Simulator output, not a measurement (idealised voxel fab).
Documented hereafter: the process module known as voxel wiring stack.
Section shown: cut. Width: 295 nm. Cell size: 5 nm, square.
In this document a cross-section is written as a grid of square cells. It is given as a series of bands, listed from the top down, and a band is one or more rows of cells. For a band, the entry starts with two heights in nm, that of the top and then that of the bottom, and carries on with the band's materials in order from left to right, each alongside its width in nm; the word "throughout" beside a single material means it fills the band edge to edge, and "air" means empty space. Height is counted from the level 0, under which the received wafer is composed throughout of one material. The lowest of the bands is not closed at the bottom but continues downward, in the notation "z 0 and below". Width "30->40": first value at the band's top row of cells, second value at its bottom row, equal change from row to row. "no modifications" (step): cross-section cells unchanged, all of them. The entry titled "Encapsulated voids" provides the empty spaces that have no open way to the top, restricted to those of 8 cells or more. Each is presented as width x height at distance, the distance being measured from the left edge, with all three in nm. The remark found on a step's line after its settings is issued by the simulator itself and pertains to that step. The "overlay nm" setting may appear on a step's line; for a step that uses a mask, it gives how far to the right of its planned position the mask lay, and a negative value indicates the left.
Below is the list of planned process steps
1,RECEIVE [material Si]
2,CONFORMAL_DEP [material SiO2] [thk nm 15]
3,CONFORMAL_DEP [material SiN] [thk nm 5]
4,DIRECTIONAL_DEP [material lowk] [thk nm 15]
5,PATTERN [tone open] [mask id METAL_1] [material resist] [width nm 25] [pitch nm 55] [thk nm 15] [overlay nm 0]
6,DIRECTIONAL_ETCH [etch materials lowk] [depth nm 15]
7,DIRECTIONAL_ETCH [etch materials SiN] [depth nm 5]
8,STRIP [etch materials resist]
9,CONFORMAL_DEP [material TiN] [thk nm 5]
10,FILL_DEP [material Cu] [thk nm 10]
11,CMP [height nm 35]
12,CONFORMAL_DEP [material SiCN] [thk nm 5]
13,DIRECTIONAL_DEP [material lowk] [thk nm 10]
14,PATTERN [tone open] [mask id PLUG_1] [material resist] [width nm 15] [pitch nm 55] [thk nm 20] [overlay nm 0]
15,DIRECTIONAL_ETCH [etch materials lowk] [depth nm 10]
16,DIRECTIONAL_ETCH [etch materials SiCN] [depth nm 5]
17,STRIP [etch materials resist]
18,EPI [material Ru] [thk nm 10]
19,EPI [material Ru] [thk nm 5]
20,CONFORMAL_DEP [material SiCN] [thk nm 5]
21,DIRECTIONAL_DEP [material SiO2] [thk nm 25]
22,PATTERN [tone open] [mask id METAL_2] [material resist] [width nm 25] [pitch nm 55] [thk nm 15] [overlay nm 0]
23,DIRECTIONAL_ETCH [etch materials SiO2] [depth nm 25]
24,DIRECTIONAL_ETCH [etch materials SiCN] [depth nm 5]
25,STRIP [etch materials resist]
26,CONFORMAL_DEP [material TiN] [thk nm 5]
27,FILL_DEP [material Ru] [thk nm 5]
28,CMP [height nm 80]
29,CONFORMAL_DEP [material SiCN] [thk nm 5]
30,DIRECTIONAL_DEP [material SiO2] [thk nm 20]
31,MASKED_ETCH [tone open] [mask id PLUG_2] [width nm 15] [pitch nm 110] [etch materials SiO2] [depth nm 20] [overlay nm 0]
32,MASKED_ETCH [tone open] [mask id PLUG_2] [width nm 15] [pitch nm 110] [etch materials SiCN] [depth nm 5] [overlay nm 0]
33,EPI [material Ru] [thk nm 10]
34,EPI [material Ru] [thk nm 10]
35,EPI [material Ru] [thk nm 5]
36,CONFORMAL_DEP [material SiCN] [thk nm 5]
37,DIRECTIONAL_DEP [material lowk] [thk nm 20]
38,MASKED_ETCH [tone open] [mask id METAL_3] [width nm 25] [pitch nm 55] [etch materials lowk] [depth nm 20] [overlay nm 0]
39,MASKED_ETCH [tone open] [mask id METAL_3] [width nm 25] [pitch nm 55] [etch materials SiCN] [depth nm 5] [overlay nm 0]
40,CONFORMAL_DEP [material TiN] [thk nm 5]
41,FILL_DEP [material W] [thk nm 10]
42,CMP [height nm 130]
43,CONFORMAL_DEP [material SiCN] [thk nm 5]
44,DIRECTIONAL_DEP [material SiO2] [thk nm 35]
45,MASKED_ETCH [tone open] [mask id METAL_4_HOLES] [width nm 15] [pitch nm 55] [etch materials SiO2] [depth nm 35] [overlay nm 0]
46,PATTERN [tone open] [mask id METAL_4] [material resist] [width nm 25] [pitch nm 55] [thk nm 20] [overlay nm 0]
47,DIRECTIONAL_ETCH [etch materials SiO2] [depth nm 20]
48,DIRECTIONAL_ETCH [etch materials SiCN] [depth nm 5]
49,STRIP [etch materials resist]
50,CONFORMAL_DEP [material TiN] [thk nm 5]
51,FILL_DEP [material Ru] [thk nm 10]
52,CMP [height nm 170]
53,CONFORMAL_DEP [material SiCN] [thk nm 5]
Cross-sectional view of the wafer in its as-received condition, corresponding to the state after step 1
> z 0 and below = Si throughout
> Encapsulated voids: none
a wafer at the end: this start, this plan, one mistake
> z 175 to 170 = SiCN throughout
> z 170 to 155 = 80 of SiO2; 5 of TiN; 15 of Ru; 5 of TiN; 30 of SiO2; 5 of TiN; 15 of Ru; 5 of TiN; 30 of SiO2; 5 of TiN; 15 of Ru; 5 of TiN; 80 of SiO2
> z 155 to 150 = 80 of SiO2; 5 of TiN; 5 of Ru; 15 of TiN; 30 of SiO2; 5 of TiN; 5 of Ru; 15 of TiN; 30 of SiO2; 5 of TiN; 5 of Ru; 15 of TiN; 80 of SiO2
> z 150 to 135 = 80 of SiO2; 5 of TiN; 5 of Ru; 5 of TiN; 40 of SiO2; 5 of TiN; 5 of Ru; 5 of TiN; 40 of SiO2; 5 of TiN; 5 of Ru; 5 of TiN; 90 of SiO2
> z 135 to 130 = 80 of SiCN; 15 of TiN; 40 of SiCN; 15 of TiN; 40 of SiCN; 15 of TiN; 90 of SiCN
> z 130 to 120 = 80 of lowk; 5 of TiN; 15 of W; 5 of TiN; 30 of lowk; 5 of TiN; 15 of W; 5 of TiN; 30 of lowk; 5 of TiN; 15 of W; 5 of TiN; 80 of lowk
> z 120 to 115 = 80 of SiCN; 25 of TiN; 30 of SiCN; 25 of TiN; 30 of SiCN; 25 of TiN; 80 of SiCN
> z 115 to 95 = 80 of SiO2; 5 of SiCN; 5 of TiN; 5 of SiCN; 95 of SiO2; 5 of SiCN; 5 of TiN; 5 of SiCN; 90 of SiO2
> z 95 to 85 = SiO2 throughout
> z 85 to 80 = SiCN throughout
> z 80 to 55 = 80 of SiO2; 5 of TiN; 15 of Ru; 5 of TiN; 30 of SiO2; 5 of TiN; 15 of Ru; 5 of TiN; 30 of SiO2; 5 of TiN; 15 of Ru; 5 of TiN; 80 of SiO2
> z 55 to 50 = 80 of SiCN; 25 of TiN; 30 of SiCN; 25 of TiN; 30 of SiCN; 25 of TiN; 80 of SiCN
> z 50 to 40 = 80 of lowk; 15 of Ru; 40 of lowk; 15 of Ru; 40 of lowk; 15 of Ru; 90 of lowk
> z 40 to 35 = 80 of SiCN; 15 of Ru; 40 of SiCN; 15 of Ru; 40 of SiCN; 15 of Ru; 90 of SiCN
> z 35 to 20 = 80 of lowk; 5 of TiN; 15 of Cu; 5 of TiN; 30 of lowk; 5 of TiN; 15 of Cu; 5 of TiN; 30 of lowk; 5 of TiN; 15 of Cu; 5 of TiN; 80 of lowk
> z 20 to 15 = 80 of SiN; 25 of TiN; 30 of SiN; 25 of TiN; 30 of SiN; 25 of TiN; 80 of SiN
> z 15 to 0 = SiO2 throughout
> z 0 and below = Si throughout
> Encapsulated voids: none
What was done differently from what was planned? in deviation from the planned setting, step 30 was conducted as DIRECTIONAL_DEP [material SiO2] [thk nm 30]
